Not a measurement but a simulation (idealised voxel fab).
The name of this process module is voxel self aligned contacts.
It is cross-section cut that appears here, measuring 240 nm in width, its square cells being 5 nm in size.
Cross-section, as written here: a square-cell grid given band by band from the top down, where a band holds one or more rows of cells. In this notation a band is specified by the heights of its top and bottom, in that order and in nm, after which its materials appear from left to right, each paired with its width in nm. The word "edge to edge" attached to a single material means that material fills the band from edge to edge; the word "empty" stands for empty space. Counting heights begins at 0, where everything beneath is, in the wafer as received, one material. The lowest band has no bottom; it goes on downwards, as "z 0 and below" shows. The width entry "30->40" should be interpreted row by row: the top row of cells in the band takes the first number, the bottom row takes the second number, and the change between adjacent rows is uniform throughout. You'll sometimes find "everything unchanged" written for a step, and that's the way of saying that nowhere in the cross-section did a cell change during that step. Empty spaces without an open route to the top, at least 8 cells in extent, make up the entry "Sealed internal voids"; each is given as width x height at distance, where the distance is measured from the left edge, and all are in nm. Whatever follows a step's settings on its line is a remark the simulator itself makes about that step. A step line may carry the setting "overlay nm", which, for steps involving a mask, states the distance by which the mask lay to the right of its intended position; negative values denote displacement to the left.

-- Listed below are the process steps as planned
step 1: RECEIVE: material Si
step 2: OXIDIZE: depth nm 5
step 3: DIRECTIONAL_DEP: material polySi, thk nm 20
step 4: DIRECTIONAL_DEP: material SiN, thk nm 15
step 5: PATTERN: tone cover, mask id GATE, material resist, width nm 30, pitch nm 60, thk nm 20, overlay nm 0
step 6: DIRECTIONAL_ETCH: etch materials SiN, depth nm 15
step 7: DIRECTIONAL_ETCH: etch materials polySi, depth nm 20
step 8: STRIP: etch materials resist
step 9: CONFORMAL_DEP: material SiN, thk nm 5
step 10: DIRECTIONAL_ETCH: etch materials SiN, depth nm 5
step 11: FILL_DEP: material SiO2, thk nm 15
step 12: CMP: height nm 40
step 13: PATTERN: tone open, mask id CONTACT, material resist, width nm 40, thk nm 15, overlay nm 0
step 14: DIRECTIONAL_ETCH: etch materials SiO2, depth nm 45
step 15: STRIP: etch materials resist
step 16: CONFORMAL_DEP: material TiN, thk nm 5
step 17: FILL_DEP: material Ru, thk nm 5
step 18: CMP: height nm 40
step 19: CONFORMAL_DEP: material SiCN, thk nm 5

-- So this is the incoming wafer in cross-section - it's already been through step 1
- z 0 and below  Si edge to edge
- Sealed internal voids: none

-- Cross-section taken at module completion on the first of two wafers; processed per the plan
- z 45 to 40  SiCN edge to edge
- z 40 to 35  SiO2=100, TiN=15, Ru=10, TiN=15, SiO2=100
- z 35 to 20  SiO2=70, SiN=40, TiN=5, Ru=10, TiN=5, SiN=40, SiO2=70
- z 20 to 0  SiO2=70, SiN=5, polySi=30, SiN=5, TiN=5, Ru=10, TiN=5, SiN=5, polySi=30, SiN=5, SiO2=70
- z 0 to -5  SiO2=110, TiN=20, SiO2=110
- z -5 and below  Si edge to edge
- Sealed internal voids: none

-- Cross-section of the latter of the two wafers at module completion. It had an identical start and an identical plan to the former; in running it, one mistake was made
- z 45 to 40  SiCN edge to edge
- z 40 to 35  SiO2=100, TiN=15, Ru=10, TiN=15, SiO2=100
- z 35 to 20  SiO2=70, SiN=40, TiN=5, Ru=10, TiN=5, SiN=40, SiO2=70
- z 20 to 15  SiO2=110, TiN=20, SiO2=110
- z 15 to 0  polySi edge to edge
- z 0 and below  Si edge to edge
- Sealed internal voids: none
The plan and the run diverged here: steps 2 and 3 were swapped
Cell-count delta at end, second wafer over first, by material: Ru: 8 fewer; Si: 48 more; SiN: 16 fewer; SiO2: 112 fewer; TiN: 8 fewer; polySi: 96 more
